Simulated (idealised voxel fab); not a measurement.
Name of the process module below: voxel double patterning
For reference, the cross-section in this document is cut, with width 295 nm and square cells of 5 nm.
If you're reading a cross-section in this doc, picture square cells in a grid; it comes to you as bands, top ones listed first down to the bottom, and a band can be one or more rows of cells. First you get the band's top height and its bottom height, in nm, and then the materials it's made of, left to right, with each width in nm. If you see a single material with "full width", that one covers the band edge to edge. "empty" is empty space. Where do heights start? At 0: under that level the wafer as delivered is made of one material only. And the lowest band has no floor; it just carries on downward, as in "z 0 and below". Read "30..40" as a graded width: first number on top, second number at the bottom, same change between each pair of neighbouring rows. Where a step carries "no modification", the cross-section came out of it unchanged, cell for cell. Listed in "Listed closed voids": every empty space of 8 or more cells without an open way to the top. Form: width x height at distance, the distance being from the left edge, all in nm. Note: text after step settings on the step line = simulator remark on that step. The line of a step may include "overlay nm". On a step with a mask, this value is how far to the right of its planned place the mask lay. A negative value means the mask lay to the left.
[List of planned process steps]
1) RECEIVE with material Si
2) CONFORMAL_DEP with material SiN, thk nm 10
3) DIRECTIONAL_DEP with material SiO2, thk nm 20
4) DIRECTIONAL_DEP with material SiCN, thk nm 10
5) PATTERN with tone open, mask id FIRST, material resist, width nm 15, pitch nm 50, thk nm 15, overlay nm 0
6) DIRECTIONAL_ETCH with etch materials SiCN, depth nm 10
7) STRIP with etch materials resist
8) DIRECTIONAL_DEP with material aC, thk nm 15
9) PATTERN with tone open, mask id SECOND, material resist, width nm 15, thk nm 35, overlay nm 0
10) DIRECTIONAL_ETCH with etch materials aC, depth nm 15
11) STRIP with etch materials resist
12) DIRECTIONAL_ETCH with etch materials SiCN, depth nm 10
13) STRIP with etch materials aC
14) DIRECTIONAL_ETCH with etch materials SiO2, depth nm 20
15) STRIP with etch materials SiCN
[Here's what the wafer looked like in cross-section when it arrived - that's after step 1]
z 0 and below  Si full width
Listed closed voids: none
[Same starting wafer, same plan as above, one mistake in the execution; this is the cross-section at the end of the module]
z 20 to 10  SiO2 full width
z 10 to 0  SiN full width
z 0 and below  Si full width
Listed closed voids: none
In executing the process, a mistake was made relative to the plan: step 4 ran as: DIRECTIONAL_DEP with material SiO2, thk nm 10
